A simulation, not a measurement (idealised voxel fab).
process module | voxel wiring stack
cross-section cut | 190 nm wide | cells 5 nm
A cross-section is a grid of square cells, given in bands from the top down. A band is one or more rows of cells.
Each band's line starts with the height of the band's top and of its bottom, in nm. Then come its materials from left to right, each with its width in nm. One material with "throughout" fills the band from edge to edge. "air" is empty space.
Height 0 is the level under which the wafer as received is all one material. The lowest band goes on downwards, as in "0 down".
A width such as "30 to 40" changes by the same amount from each row of cells to the next, from the band's top row to its bottom row.
"no change" after a step means that no cell of the cross-section changed.
closed voids: empty space of 8 cells or more with no open way to the top, each as width x height at its distance from the left edge, in nm
after a step's settings: what the simulator itself notes on the step
overlay nm, on a step with a mask: how far to the right of its planned place the mask lay; to the left if negative
plan
1 op RECEIVE | material Si
2 op CONFORMAL_DEP | material SiO2 | thk nm 10
3 op DIRECTIONAL_DEP | material TiN | thk nm 5
4 op DIRECTIONAL_DEP | material Ru | thk nm 25
5 op PATTERN | tone cover | mask id METAL_1 | material resist | width nm 25 | pitch nm 40 | thk nm 15 | overlay nm 0
6 op DIRECTIONAL_ETCH | etch materials Ru | depth nm 25
7 op DIRECTIONAL_ETCH | etch materials TiN | depth nm 5
8 op STRIP | etch materials resist
9 op CONFORMAL_DEP | material SiCN | thk nm 5
10 op FILL_DEP | material SiO2 | thk nm 10
11 op CMP | height nm 40
12 op CONFORMAL_DEP | material SiCN | thk nm 5
13 op DIRECTIONAL_DEP | material SiO2 | thk nm 10
14 op MASKED_ETCH | tone open | mask id PLUG_1 | width nm 15 | pitch nm 40 | etch materials SiO2 | depth nm 10 | overlay nm 0
15 op MASKED_ETCH | tone open | mask id PLUG_1 | width nm 15 | pitch nm 40 | etch materials SiCN | depth nm 5 | overlay nm 0
16 op CONFORMAL_DEP | material TiN | thk nm 5
17 op FILL_DEP | material W | thk nm 10
18 op CMP | height nm 55
19 op CONFORMAL_DEP | material SiN | thk nm 5
20 op DIRECTIONAL_DEP | material SiO2 | thk nm 20
21 op DIRECTIONAL_DEP | material aC | thk nm 15
22 op PATTERN | tone open | mask id METAL_2 | material resist | width nm 25 | pitch nm 40 | thk nm 30 | overlay nm 0
23 op DIRECTIONAL_ETCH | etch materials aC | depth nm 15
24 op STRIP | etch materials resist
25 op DIRECTIONAL_ETCH | etch materials SiO2 | depth nm 20
26 op DIRECTIONAL_ETCH | etch materials SiN | depth nm 5
27 op STRIP | etch materials aC
28 op CONFORMAL_DEP | material TiN | thk nm 5
29 op FILL_DEP | material Cu | thk nm 10
30 op CMP | height nm 80
31 op EPI | material Ru | thk nm 5
32 op FILL_DEP | material SiCN | thk nm 5
first wafer, as planned
as received, after step 1
  0 down: Si throughout
  closed voids: none
after step 2
  10 to 0: SiO2 throughout
  below 0: unchanged
after step 3
  15 to 10: TiN throughout
  below 10: unchanged
after step 4
  40 to 15: Ru throughout
  below 15: unchanged
after step 5
  55 to 40: air 40 | resist 25 | air 15 | resist 25 | air 15 | resist 25 | air 45
  below 40: unchanged
after step 6
  55 to 40: air 40 | resist 25 | air 15 | resist 25 | air 15 | resist 25 | air 45
  40 to 15: air 40 | Ru 25 | air 15 | Ru 25 | air 15 | Ru 25 | air 45
  below 15: unchanged
after step 7
  55 to 40: air 40 | resist 25 | air 15 | resist 25 | air 15 | resist 25 | air 45
  40 to 15: air 40 | Ru 25 | air 15 | Ru 25 | air 15 | Ru 25 | air 45
  15 to 10: air 40 | TiN 25 | air 15 | TiN 25 | air 15 | TiN 25 | air 45
  below 10: unchanged
after step 8
  40 to 15: air 40 | Ru 25 | air 15 | Ru 25 | air 15 | Ru 25 | air 45
  below 15: unchanged
after step 9
  45 to 40: air 35 | SiCN 35 | air 5 | SiCN 35 | air 5 | SiCN 35 | air 40
  40 to 15: air 35 | SiCN 5 | Ru 25 | SiCN 5 | air 5 | SiCN 5 | Ru 25 | SiCN 5 | air 5 | SiCN 5 | Ru 25 | SiCN 5 | air 40
  15 to 10: SiCN 40 | TiN 25 | SiCN 15 | TiN 25 | SiCN 15 | TiN 25 | SiCN 45
  below 10: unchanged
after step 10
  55 to 45: SiO2 throughout
  45 to 40: SiO2 35 | SiCN 35 | SiO2 5 | SiCN 35 | SiO2 5 | SiCN 35 | SiO2 40
  40 to 15: SiO2 35 | SiCN 5 | Ru 25 | SiCN 5 | SiO2 5 | SiCN 5 | Ru 25 | SiCN 5 | SiO2 5 | SiCN 5 | Ru 25 | SiCN 5 | SiO2 40
  below 15: unchanged
after step 11
  40 to 15: SiO2 35 | SiCN 5 | Ru 25 | SiCN 5 | SiO2 5 | SiCN 5 | Ru 25 | SiCN 5 | SiO2 5 | SiCN 5 | Ru 25 | SiCN 5 | SiO2 40
  below 15: unchanged
after step 12
  45 to 40: SiCN throughout
  below 40: unchanged
after step 13
  55 to 45: SiO2 throughout
  below 45: unchanged
after step 14
  55 to 45: SiO2 40 | air 15 | SiO2 25 | air 15 | SiO2 25 | air 15 | SiO2 55
  below 45: unchanged
after step 15
  55 to 45: SiO2 40 | air 15 | SiO2 25 | air 15 | SiO2 25 | air 15 | SiO2 55
  45 to 40: SiCN 40 | air 15 | SiCN 25 | air 15 | SiCN 25 | air 15 | SiCN 55
  below 40: unchanged
after step 16
  60 to 55: TiN 45 | air 5 | TiN 35 | air 5 | TiN 35 | air 5 | TiN 60
  55 to 45: SiO2 40 | TiN 5 | air 5 | TiN 5 | SiO2 25 | TiN 5 | air 5 | TiN 5 | SiO2 25 | TiN 5 | air 5 | TiN 5 | SiO2 55
  45 to 40: SiCN 40 | TiN 15 | SiCN 25 | TiN 15 | SiCN 25 | TiN 15 | SiCN 55
  below 40: unchanged
after step 17
  70 to 60: W throughout
  60 to 55: TiN 45 | W 5 | TiN 35 | W 5 | TiN 35 | W 5 | TiN 60
  55 to 45: SiO2 40 | TiN 5 | W 5 | TiN 5 | SiO2 25 | TiN 5 | W 5 | TiN 5 | SiO2 25 | TiN 5 | W 5 | TiN 5 | SiO2 55
  below 45: unchanged
after step 18
  55 to 45: SiO2 40 | TiN 5 | W 5 | TiN 5 | SiO2 25 | TiN 5 | W 5 | TiN 5 | SiO2 25 | TiN 5 | W 5 | TiN 5 | SiO2 55
  below 45: unchanged
after step 19
  60 to 55: SiN throughout
  below 55: unchanged
after step 20
  80 to 60: SiO2 throughout
  below 60: unchanged
after step 21
  95 to 80: aC throughout
  below 80: unchanged
after step 22
  125 to 95: resist 40 | air 25 | resist 15 | air 25 | resist 15 | air 25 | resist 45
  below 95: unchanged
after step 23
  110 to 95: resist 40 | air 25 | resist 15 | air 25 | resist 15 | air 25 | resist 45
  95 to 80: aC 40 | air 25 | aC 15 | air 25 | aC 15 | air 25 | aC 45
  below 80: unchanged
after step 24
  95 to 80: aC 40 | air 25 | aC 15 | air 25 | aC 15 | air 25 | aC 45
  below 80: unchanged
after step 25
  95 to 80: aC 40 | air 25 | aC 15 | air 25 | aC 15 | air 25 | aC 45
  80 to 60: SiO2 40 | air 25 | SiO2 15 | air 25 | SiO2 15 | air 25 | SiO2 45
  below 60: unchanged
after step 26
  95 to 80: aC 40 | air 25 | aC 15 | air 25 | aC 15 | air 25 | aC 45
  80 to 60: SiO2 40 | air 25 | SiO2 15 | air 25 | SiO2 15 | air 25 | SiO2 45
  60 to 55: SiN 40 | air 25 | SiN 15 | air 25 | SiN 15 | air 25 | SiN 45
  below 55: unchanged
after step 27
  80 to 60: SiO2 40 | air 25 | SiO2 15 | air 25 | SiO2 15 | air 25 | SiO2 45
  below 60: unchanged
after step 28
  85 to 80: TiN 45 | air 15 | TiN 25 | air 15 | TiN 25 | air 15 | TiN 50
  80 to 60: SiO2 40 | TiN 5 | air 15 | TiN 5 | SiO2 15 | TiN 5 | air 15 | TiN 5 | SiO2 15 | TiN 5 | air 15 | TiN 5 | SiO2 45
  60 to 55: SiN 40 | TiN 25 | SiN 15 | TiN 25 | SiN 15 | TiN 25 | SiN 45
  below 55: unchanged
after step 29
  95 to 85: Cu throughout
  85 to 80: TiN 45 | Cu 15 | TiN 25 | Cu 15 | TiN 25 | Cu 15 | TiN 50
  80 to 60: SiO2 40 | TiN 5 | Cu 15 | TiN 5 | SiO2 15 | TiN 5 | Cu 15 | TiN 5 | SiO2 15 | TiN 5 | Cu 15 | TiN 5 | SiO2 45
  below 60: unchanged
after step 30
  80 to 60: SiO2 40 | TiN 5 | Cu 15 | TiN 5 | SiO2 15 | TiN 5 | Cu 15 | TiN 5 | SiO2 15 | TiN 5 | Cu 15 | TiN 5 | SiO2 45
  below 60: unchanged
after step 31
  85 to 80: air 35 | Ru 35 | air 5 | Ru 35 | air 5 | Ru 35 | air 40
  below 80: unchanged
after step 32
  90 to 85: SiCN throughout
  85 to 80: SiCN 35 | Ru 35 | SiCN 5 | Ru 35 | SiCN 5 | Ru 35 | SiCN 40
  below 80: unchanged
second wafer: like start, like plan, one mistake. Through step 4 it matches the first wafer
when step 5 should have ended
  55 to 40: air 45 | resist 15 | air 25 | resist 15 | air 25 | resist 15 | air 50
  below 40: unchanged
when step 6 should have ended
  55 to 40: air 45 | resist 15 | air 25 | resist 15 | air 25 | resist 15 | air 50
  40 to 15: air 45 | Ru 15 | air 25 | Ru 15 | air 25 | Ru 15 | air 50
  below 15: unchanged
when step 7 should have ended
  55 to 40: air 45 | resist 15 | air 25 | resist 15 | air 25 | resist 15 | air 50
  40 to 15: air 45 | Ru 15 | air 25 | Ru 15 | air 25 | Ru 15 | air 50
  15 to 10: air 45 | TiN 15 | air 25 | TiN 15 | air 25 | TiN 15 | air 50
  below 10: unchanged
when step 8 should have ended
  40 to 15: air 45 | Ru 15 | air 25 | Ru 15 | air 25 | Ru 15 | air 50
  below 15: unchanged
when step 9 should have ended
  45 to 40: air 40 | SiCN 25 | air 15 | SiCN 25 | air 15 | SiCN 25 | air 45
  40 to 15: air 40 | SiCN 5 | Ru 15 | SiCN 5 | air 15 | SiCN 5 | Ru 15 | SiCN 5 | air 15 | SiCN 5 | Ru 15 | SiCN 5 | air 45
  15 to 10: SiCN 45 | TiN 15 | SiCN 25 | TiN 15 | SiCN 25 | TiN 15 | SiCN 50
  below 10: unchanged
when step 10 should have ended
  55 to 45: SiO2 throughout
  45 to 40: SiO2 40 | SiCN 25 | SiO2 15 | SiCN 25 | SiO2 15 | SiCN 25 | SiO2 45
  40 to 15: SiO2 40 | SiCN 5 | Ru 15 | SiCN 5 | SiO2 15 | SiCN 5 | Ru 15 | SiCN 5 | SiO2 15 | SiCN 5 | Ru 15 | SiCN 5 | SiO2 45
  below 15: unchanged
when step 11 should have ended
  40 to 15: SiO2 40 | SiCN 5 | Ru 15 | SiCN 5 | SiO2 15 | SiCN 5 | Ru 15 | SiCN 5 | SiO2 15 | SiCN 5 | Ru 15 | SiCN 5 | SiO2 45
  below 15: unchanged
when step 12 should have ended
  45 to 40: SiCN throughout
  below 40: unchanged
when step 13 should have ended
  55 to 45: SiO2 throughout
  below 45: unchanged
when step 14 should have ended
  55 to 45: SiO2 40 | air 15 | SiO2 25 | air 15 | SiO2 25 | air 15 | SiO2 55
  below 45: unchanged
when step 15 should have ended
  55 to 45: SiO2 40 | air 15 | SiO2 25 | air 15 | SiO2 25 | air 15 | SiO2 55
  45 to 40: SiCN 40 | air 15 | SiCN 25 | air 15 | SiCN 25 | air 15 | SiCN 55
  below 40: unchanged
when step 16 should have ended
  60 to 55: TiN 45 | air 5 | TiN 35 | air 5 | TiN 35 | air 5 | TiN 60
  55 to 45: SiO2 40 | TiN 5 | air 5 | TiN 5 | SiO2 25 | TiN 5 | air 5 | TiN 5 | SiO2 25 | TiN 5 | air 5 | TiN 5 | SiO2 55
  45 to 40: SiCN 40 | TiN 15 | SiCN 25 | TiN 15 | SiCN 25 | TiN 15 | SiCN 55
  below 40: unchanged
when step 17 should have ended
  70 to 60: W throughout
  60 to 55: TiN 45 | W 5 | TiN 35 | W 5 | TiN 35 | W 5 | TiN 60
  55 to 45: SiO2 40 | TiN 5 | W 5 | TiN 5 | SiO2 25 | TiN 5 | W 5 | TiN 5 | SiO2 25 | TiN 5 | W 5 | TiN 5 | SiO2 55
  below 45: unchanged
when step 18 should have ended
  55 to 45: SiO2 40 | TiN 5 | W 5 | TiN 5 | SiO2 25 | TiN 5 | W 5 | TiN 5 | SiO2 25 | TiN 5 | W 5 | TiN 5 | SiO2 55
  below 45: unchanged
when step 19 should have ended
  60 to 55: SiN throughout
  below 55: unchanged
when step 20 should have ended
  80 to 60: SiO2 throughout
  below 60: unchanged
when step 21 should have ended
  95 to 80: aC throughout
  below 80: unchanged
when step 22 should have ended
  125 to 95: resist 40 | air 25 | resist 15 | air 25 | resist 15 | air 25 | resist 45
  below 95: unchanged
when step 23 should have ended
  110 to 95: resist 40 | air 25 | resist 15 | air 25 | resist 15 | air 25 | resist 45
  95 to 80: aC 40 | air 25 | aC 15 | air 25 | aC 15 | air 25 | aC 45
  below 80: unchanged
when step 24 should have ended
  95 to 80: aC 40 | air 25 | aC 15 | air 25 | aC 15 | air 25 | aC 45
  below 80: unchanged
when step 25 should have ended
  95 to 80: aC 40 | air 25 | aC 15 | air 25 | aC 15 | air 25 | aC 45
  80 to 60: SiO2 40 | air 25 | SiO2 15 | air 25 | SiO2 15 | air 25 | SiO2 45
  below 60: unchanged
when step 26 should have ended
  95 to 80: aC 40 | air 25 | aC 15 | air 25 | aC 15 | air 25 | aC 45
  80 to 60: SiO2 40 | air 25 | SiO2 15 | air 25 | SiO2 15 | air 25 | SiO2 45
  60 to 55: SiN 40 | air 25 | SiN 15 | air 25 | SiN 15 | air 25 | SiN 45
  below 55: unchanged
when step 27 should have ended
  80 to 60: SiO2 40 | air 25 | SiO2 15 | air 25 | SiO2 15 | air 25 | SiO2 45
  below 60: unchanged
when step 28 should have ended
  85 to 80: TiN 45 | air 15 | TiN 25 | air 15 | TiN 25 | air 15 | TiN 50
  80 to 60: SiO2 40 | TiN 5 | air 15 | TiN 5 | SiO2 15 | TiN 5 | air 15 | TiN 5 | SiO2 15 | TiN 5 | air 15 | TiN 5 | SiO2 45
  60 to 55: SiN 40 | TiN 25 | SiN 15 | TiN 25 | SiN 15 | TiN 25 | SiN 45
  below 55: unchanged
when step 29 should have ended
  95 to 85: Cu throughout
  85 to 80: TiN 45 | Cu 15 | TiN 25 | Cu 15 | TiN 25 | Cu 15 | TiN 50
  80 to 60: SiO2 40 | TiN 5 | Cu 15 | TiN 5 | SiO2 15 | TiN 5 | Cu 15 | TiN 5 | SiO2 15 | TiN 5 | Cu 15 | TiN 5 | SiO2 45
  below 60: unchanged
when step 30 should have ended
  80 to 60: SiO2 40 | TiN 5 | Cu 15 | TiN 5 | SiO2 15 | TiN 5 | Cu 15 | TiN 5 | SiO2 15 | TiN 5 | Cu 15 | TiN 5 | SiO2 45
  below 60: unchanged
when step 31 should have ended
  85 to 80: air 35 | Ru 35 | air 5 | Ru 35 | air 5 | Ru 35 | air 40
  below 80: unchanged
when step 32 should have ended
  90 to 85: SiCN throughout
  85 to 80: SiCN 35 | Ru 35 | SiCN 5 | Ru 35 | SiCN 5 | Ru 35 | SiCN 40
  below 80: unchanged
what went wrong: step 5 ran as: op PATTERN | tone cover | mask id METAL_1 | material resist | width nm 15 | pitch nm 40 | thk nm 15 | overlay nm 0
at the end the second wafer has, in cells: 30 fewer of Ru | 6 more of SiCN | 30 more of SiO2 | 6 fewer of TiN
